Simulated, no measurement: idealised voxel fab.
The process module that follows is named voxel double patterning.
This is section cut - it's 165 nm across, gridded in 5 nm square cells.
How to read a cross-section here: the picture is a grid of square cells, written as bands going from the top down, and any band can span one or more rows of cells.
Quick guide to a band line: top height, bottom height (nm) up front; then every material left to right with its width in nm. Only one material and it's marked "everywhere"? Then it fills the band edge to edge. And "blank" just means empty space.
Height is counted from the level 0, under which the received wafer is composed throughout of one material. The lowest of the bands is not closed at the bottom but continues downward, in the notation "z 0 and below".
Width "30..40": first value at the band's top row of cells, second value at its bottom row, equal change from row to row.
Given "nothing got changed" for a step, no cell of the cross-section differs between before and after that step.
You'll see "Sealed voids" listing empty spaces that have no way open to the top, as long as they're 8 cells or more; the notation is width x height at distance, where the distance is from the left edge, and all of it is in nm.
Step line, after settings: the simulator's comment on this step.
overlay nm: on a step with a mask, how far right of its planned place the mask lay; negative means left.
Steps planned for the process
1: RECEIVE with material Si
2: CONFORMAL_DEP with material SiO2, thk nm 5
3: DIRECTIONAL_DEP with material TiN, thk nm 10
4: DIRECTIONAL_DEP with material SiCN, thk nm 5
5: MASKED_ETCH with tone open, mask id FIRST, width nm 15, pitch nm 50, etch materials SiCN, depth nm 5, overlay nm 0
6: MASKED_ETCH with tone open, mask id SECOND, width nm 15, pitch nm 50, etch materials SiCN, depth nm 5, overlay nm 0
7: DIRECTIONAL_ETCH with etch materials TiN, depth nm 10
8: STRIP with etch materials SiCN
The wafers in this document start out alike and differ in the thk nm applied at step 4; the plan shows the value used for the first wafer.
This is how the first of several wafers looked in cross-section when it arrived, which is after step 1
* z 0 and below = Si everywhere
* Sealed voids: none
Tabulated below, wafer by wafer, are the end-of-module results: for each material, the number of cells gained (+) or lost (-) relative to the as-received state, followed by the closed voids
thk nm 5; +33 SiO2; +36 TiN; Sealed voids: none
thk nm 10; +33 SiO2; +66 TiN; Sealed voids: none
thk nm 15; +33 SiO2; +66 TiN; Sealed voids: none
thk nm 20; +33 SiO2; +66 TiN; Sealed voids: none
